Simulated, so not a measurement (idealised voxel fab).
The following is a process module called voxel ribs on slabs.
Displayed cross-section: cut, width of 265 nm, square cells sized 5 nm.
This document writes a cross-section as a grid whose cells are square, and gives it as bands, listed from the top down; one or more rows of cells form a band. For a band, the entry starts with two heights in nm, that of the top and then that of the bottom, and carries on with the band's materials in order from left to right, each alongside its width in nm; the word "full width" beside a single material means it fills the band edge to edge, and "empty" means empty space. Basically, 0 is our baseline, since under it the wafer straight out of the box is all one material. The bottom band has no lower end and keeps on going down, so it looks like "from 0 down". Quick explanation for "30->40": the width changes in equal steps down the rows of cells, from the first number in the band's top row to the second number in its bottom row. "nothing got changed", as given for a step, is the statement that not any cell of the cross-section underwent a change during that step. This entry, "Sealed cavities", enumerates those empty regions of no fewer than 8 cells that possess no open connection to the top. Each region is reported in the form width x height at distance, the distance being taken from the left edge, with all three quantities expressed in nm. If you see something after the settings on a step's line, that's the simulator's own remark about that step. overlay nm, on a step with a mask: how far to the right of its planned place the mask lay; to the left if negative.
The steps planned for the process are as follows:
1. RECEIVE, material Si
2. DIRECTIONAL_DEP, material SiO2, thk nm 20
3. DIRECTIONAL_DEP, material SiN, thk nm 25
4. DIRECTIONAL_DEP, material aC, thk nm 10
5. PATTERN, tone cover, mask id RIB, material resist, width nm 25, thk nm 25, overlay nm 0
6. DIRECTIONAL_ETCH, etch materials aC, depth nm 10
7. STRIP, etch materials resist
8. DIRECTIONAL_ETCH, etch materials SiN, depth nm 20
9. STRIP, etch materials aC
10. MASKED_ETCH, tone cover, mask id SLAB, width nm 75, etch materials SiN, depth nm 5, overlay nm 0
11. FILL_DEP, material SiO2, thk nm 15
12. CMP, height nm 55
13. DIRECTIONAL_DEP, material TiN, thk nm 5
14. MASKED_ETCH, tone cover, mask id HEATER, width nm 35, etch materials TiN, depth nm 5, overlay nm 0
15. CONFORMAL_DEP, material SiO2, thk nm 5
First of two wafers: run as planned:
Wafer cross-section on receipt, i.e. after step 1:
- from 0 down: Si full width
- Sealed cavities: none
After step 2: wafer cross-section:
- from 20 to 0: SiO2 full width
- Anything lower than 0 is untouched.
After step 3: wafer cross-section:
- from 45 to 20: SiN full width
- Anything lower than 20 is untouched.
After step 4: wafer cross-section:
- from 55 to 45: aC full width
- Anything lower than 45 is untouched.
After step 5: wafer cross-section:
- from 80 to 55: 120 empty; 25 resist; 120 empty
- Anything lower than 55 is untouched.
After step 6: wafer cross-section:
- from 70 to 55: 120 empty; 25 resist; 120 empty
- from 55 to 45: 120 empty; 25 aC; 120 empty
- Anything lower than 45 is untouched.
After step 7: wafer cross-section:
- from 55 to 45: 120 empty; 25 aC; 120 empty
- Anything lower than 45 is untouched.
After step 8: wafer cross-section:
- from 55 to 45: 120 empty; 25 aC; 120 empty
- from 45 to 25: 120 empty; 25 SiN; 120 empty
- Anything lower than 25 is untouched.
After step 9: wafer cross-section:
- from 45 to 25: 120 empty; 25 SiN; 120 empty
- Anything lower than 25 is untouched.
After step 10: wafer cross-section:
- from 45 to 25: 120 empty; 25 SiN; 120 empty
- from 25 to 20: 95 empty; 75 SiN; 95 empty
- Anything lower than 20 is untouched.
After step 11: wafer cross-section:
- from 60 to 45: SiO2 full width
- from 45 to 25: 120 SiO2; 25 SiN; 120 SiO2
- from 25 to 20: 95 SiO2; 75 SiN; 95 SiO2
- Anything lower than 20 is untouched.
After step 12: wafer cross-section:
- from 55 to 45: SiO2 full width
- Anything lower than 45 is untouched.
After step 13: wafer cross-section:
- from 60 to 55: TiN full width
- Anything lower than 55 is untouched.
After step 14: wafer cross-section:
- from 60 to 55: 115 empty; 35 TiN; 115 empty
- Anything lower than 55 is untouched.
After step 15: wafer cross-section:
- from 65 to 60: 110 empty; 45 SiO2; 110 empty
- from 60 to 55: 115 SiO2; 35 TiN; 115 SiO2
- Anything lower than 55 is untouched.
Wafer two: like wafer one in start and plan, but with one mistake in execution; identical up to and including step 14:
Second wafer, sectioned view, at step 15's planned end time: nothing got changed
The mistake made against the process plan was this: step 15 of the plan got skipped, so it never ran
The second wafer ends with more or fewer cells of some materials than the first, per final count: SiO2: 55 fewer
